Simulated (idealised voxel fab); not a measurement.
Process module under the name voxel self aligned contacts
In the cross-section labelled cut, the width is 200 nm and each square cell is 5 nm.
If you're reading a cross-section in this doc, picture square cells in a grid; it comes to you as bands, top ones listed first down to the bottom, and a band can be one or more rows of cells.
Each band's line starts with the height of the band's top and of its bottom, in nm. Then come its materials from left to right, each with its width in nm. One material with "throughout" fills the band from edge to edge. "air" is empty space.
The reference from which all heights are counted is 0, the level beneath which the as-received wafer is entirely one material; the lowest band, having no lower bound, proceeds downward and is written after the example "0 nm and below".
Per-row width for "30 to 40": begins at first number (top row of band), ends at second number (bottom row), increment between rows held constant.
Where the words "stayed the same" appear for a step, the cross-section shows no cell changed by that step; every cell remained as before.
"Sealed internal voids" contains a list of empty spaces, each no smaller than 8 cells and without an open way to the top, written in the form width x height at distance with the distance from the left edge and all three in nm.
The remark found on a step's line after its settings is issued by the simulator itself and pertains to that step.
If you see "overlay nm" on a step's line and that step has a mask, it's telling you how far right of where it was planned the mask ended up; a negative number means it went left instead.

[The planned process steps are enumerated hereunder]
1. RECEIVE: material Si
2. OXIDIZE: depth nm 5
3. DIRECTIONAL_DEP: material polySi, thk nm 25
4. DIRECTIONAL_DEP: material SiN, thk nm 20
5. DIRECTIONAL_DEP: material aC, thk nm 10
6. PATTERN: tone cover, mask id GATE, material resist, width nm 30, pitch nm 65, thk nm 30, overlay nm 0
7. DIRECTIONAL_ETCH: etch materials aC, depth nm 10
8. STRIP: etch materials resist
9. DIRECTIONAL_ETCH: etch materials SiN, depth nm 20
10. DIRECTIONAL_ETCH: etch materials polySi, depth nm 25
11. STRIP: etch materials aC
12. CONFORMAL_DEP: material SiN, thk nm 10
13. DIRECTIONAL_ETCH: etch materials SiN, depth nm 10
14. FILL_DEP: material SiO2, thk nm 15
15. CMP: height nm 55
16. DIRECTIONAL_DEP: material aC, thk nm 15
17. PATTERN: tone open, mask id CONTACT, material resist, width nm 45, thk nm 30, overlay nm 0
18. DIRECTIONAL_ETCH: etch materials aC, depth nm 15
19. STRIP: etch materials resist
20. DIRECTIONAL_ETCH: etch materials SiO2, depth nm 60
21. STRIP: etch materials aC
22. CONFORMAL_DEP: material TiN, thk nm 5
23. FILL_DEP: material Ru, thk nm 5
24. CMP: height nm 55
25. CONFORMAL_DEP: material SiCN, thk nm 5

[Cross-section of the wafer upon arrival, representing the state reached after step 1]
> 0 nm and below | Si throughout
> Sealed internal voids: none

[Here's the cross-section of the first of our two wafers at the end of the module - it ran as planned]
> 60 nm to 55 nm | SiCN throughout
> 55 nm to 45 nm | 75 of SiO2, then 5 to 20 of TiN, then 35 to 5 of Ru, then 5 to 20 of TiN, then 80 of SiO2
> 45 nm to 25 nm | 40 of SiO2, then 50 of SiN, then 5 of TiN, then 5 of Ru, then 5 of TiN, then 50 of SiN, then 45 of SiO2
> 25 nm to 0 nm | 40 of SiO2, then 10 of SiN, then 30 of polySi, then 10 of SiN, then 5 of TiN, then 5 of Ru, then 5 of TiN, then 10 of SiN, then 30 of polySi, then 10 of SiN, then 45 of SiO2
> 0 nm to -5 nm | 90 of SiO2, then 15 of TiN, then 95 of SiO2
> -5 nm and below | Si throughout
> Sealed internal voids: none

[Here's the second of our two wafers sectioned at module end. Same start as the first, same plan, but one mistake got made running it]
> 60 nm to 55 nm | SiCN throughout
> 55 nm to 50 nm | 40 of SiO2, then 50 of SiN, then 5 of TiN, then 5 of Ru, then 5 of TiN, then 50 of SiN, then 45 of SiO2
> 50 nm to 45 nm | 40 of SiO2, then 50 of SiN, then 15 of TiN, then 50 of SiN, then 45 of SiO2
> 45 nm to 25 nm | SiN throughout
> 25 nm to 0 nm | polySi throughout
> 0 nm to -5 nm | SiO2 throughout
> -5 nm and below | Si throughout
> Sealed internal voids: none
Run error: in the plan, step 4 was performed twice
Looking at both finished wafers in cells, the second ends up ahead of or behind the first on some materials: Ru: 16 fewer; SiN: 80 more; SiO2: 178 fewer; TiN: 26 fewer; polySi: 140 more
